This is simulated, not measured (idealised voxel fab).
The name of this process module is voxel double patterning.
The width of the displayed cross-section, cut, is 200 nm; its cells are square, with a size of 5 nm.
When this document writes out a cross-section, it uses a grid of square cells and lists it as bands, beginning at the top and moving down, with a band standing for one or more rows of cells. Quick guide to a band line: top height, bottom height (nm) up front; then every material left to right with its width in nm. Only one material and it's marked "throughout"? Then it fills the band edge to edge. And "empty" just means empty space. It should be noted that heights are counted from 0, beneath which the wafer as supplied is of one material throughout, and that the lowest band possesses no lower boundary but continues downward, as written in "0 -> down". Quick explanation for "30 to 40": the width changes in equal steps down the rows of cells, from the first number in the band's top row to the second number in its bottom row. Any step labelled "no modifications" changed none of the cells in the cross-section. Any empty space of 8 cells or more lacking an open way to the top shows up in "Closed void entries" as width x height at distance, distance from the left edge, in nm. Where a step's line continues beyond its settings, the continuation is a remark by the simulator itself on that step. "overlay nm", when on a step's line for a step with a mask, measures how far to the right of its planned place the mask lay; a negative measure means to the left.
### Listed below are the process steps as planned
1) RECEIVE, material Si
2) CONFORMAL_DEP, material SiO2, thk nm 10
3) DIRECTIONAL_DEP, material polySi, thk nm 20
4) DIRECTIONAL_DEP, material SiN, thk nm 5
5) MASKED_ETCH, tone open, mask id FIRST, width nm 15, pitch nm 50, etch materials SiN, depth nm 5, overlay nm 0
6) PATTERN, tone open, mask id SECOND, material resist, width nm 15, pitch nm 50, thk nm 15, overlay nm 0
7) DIRECTIONAL_ETCH, etch materials SiN, depth nm 5
8) STRIP, etch materials resist
9) DIRECTIONAL_ETCH, etch materials polySi, depth nm 20
10) STRIP, etch materials SiN
### The first of the two wafers, which ran as planned
### The cross-section here shows the wafer as received, i.e. in its state after step 1
- 0 -> down = Si throughout
- Closed void entries: none
### Cross-section of the wafer subsequent to step 2
- 10 -> 0 = SiO2 throughout
- Beneath the level 0, the cross-section is identical to its previous state.
### Cross-section of the wafer subsequent to step 3
- 30 -> 10 = polySi throughout
- Beneath the level 10, the cross-section is identical to its previous state.
### Cross-section of the wafer subsequent to step 4
- 35 -> 30 = SiN throughout
- Beneath the level 30, the cross-section is identical to its previous state.
### Cross-section of the wafer subsequent to step 5
- 35 -> 30 = SiN: 40, empty: 15, SiN: 35, empty: 15, SiN: 35, empty: 15, SiN: 45
- Beneath the level 30, the cross-section is identical to its previous state.
### Cross-section of the wafer subsequent to step 6
- 50 -> 35 = resist: 65, empty: 15, resist: 35, empty: 15, resist: 70
- 35 -> 30 = SiN: 40, resist: 15, SiN: 35, resist: 15, SiN: 35, resist: 15, SiN: 45
- Beneath the level 30, the cross-section is identical to its previous state.
### Cross-section of the wafer subsequent to step 7
- 50 -> 35 = resist: 65, empty: 15, resist: 35, empty: 15, resist: 70
- 35 -> 30 = SiN: 40, resist: 15, SiN: 10, empty: 15, SiN: 10, resist: 15, SiN: 10, empty: 15, SiN: 10, resist: 15, SiN: 45
- Beneath the level 30, the cross-section is identical to its previous state.
### Cross-section of the wafer subsequent to step 8
- 35 -> 30 = SiN: 40, empty: 15, SiN: 10, empty: 15, SiN: 10, empty: 15, SiN: 10, empty: 15, SiN: 10, empty: 15, SiN: 45
- Beneath the level 30, the cross-section is identical to its previous state.
### Cross-section of the wafer subsequent to step 9
- 35 -> 30 = SiN: 40, empty: 15, SiN: 10, empty: 15, SiN: 10, empty: 15, SiN: 10, empty: 15, SiN: 10, empty: 15, SiN: 45
- 30 -> 10 = polySi: 40, empty: 15, polySi: 10, empty: 15, polySi: 10, empty: 15, polySi: 10, empty: 15, polySi: 10, empty: 15, polySi: 45
- Beneath the level 10, the cross-section is identical to its previous state.
### Cross-section of the wafer subsequent to step 10
- 30 -> 10 = polySi: 40, empty: 15, polySi: 10, empty: 15, polySi: 10, empty: 15, polySi: 10, empty: 15, polySi: 10, empty: 15, polySi: 45
- Beneath the level 10, the cross-section is identical to its previous state.
### Wafer two. Same start, same plan, one slip in execution. Same as wafer one through step 4, inclusive
### Second wafer profile in section, at the moment step 5 of the plan was meant to be complete
- 35 -> 30 = empty: 40, SiN: 15, empty: 35, SiN: 15, empty: 35, SiN: 15, empty: 45
- Beneath the level 30, the cross-section is identical to its previous state.
### Second wafer profile in section, at the moment step 6 of the plan was meant to be complete
- 50 -> 35 = resist: 65, empty: 15, resist: 35, empty: 15, resist: 70
- 35 -> 30 = resist: 40, SiN: 15, resist: 10, empty: 15, resist: 10, SiN: 15, resist: 10, empty: 15, resist: 10, SiN: 15, resist: 45
- Beneath the level 30, the cross-section is identical to its previous state.
Second wafer profile in section, at the moment step 7 of the plan was meant to be complete: no modifications
### Second wafer profile in section, at the moment step 8 of the plan was meant to be complete
- 35 -> 30 = empty: 40, SiN: 15, empty: 35, SiN: 15, empty: 35, SiN: 15, empty: 45
- Beneath the level 30, the cross-section is identical to its previous state.
### Second wafer profile in section, at the moment step 9 of the plan was meant to be complete
- 35 -> 30 = empty: 40, SiN: 15, empty: 35, SiN: 15, empty: 35, SiN: 15, empty: 45
- 30 -> 10 = empty: 40, polySi: 15, empty: 35, polySi: 15, empty: 35, polySi: 15, empty: 45
- Beneath the level 10, the cross-section is identical to its previous state.
### Second wafer profile in section, at the moment step 10 of the plan was meant to be complete
- 30 -> 10 = empty: 40, polySi: 15, empty: 35, polySi: 15, empty: 35, polySi: 15, empty: 45
- Beneath the level 10, the cross-section is identical to its previous state.
What was done differently from what was planned? rather than as planned, step 5 actually ran as MASKED_ETCH, tone cover, mask id FIRST, width nm 15, pitch nm 50, etch materials SiN, depth nm 5, overlay nm 0
Final cells, second wafer relative to first, materials higher or lower: 64 fewer of polySi
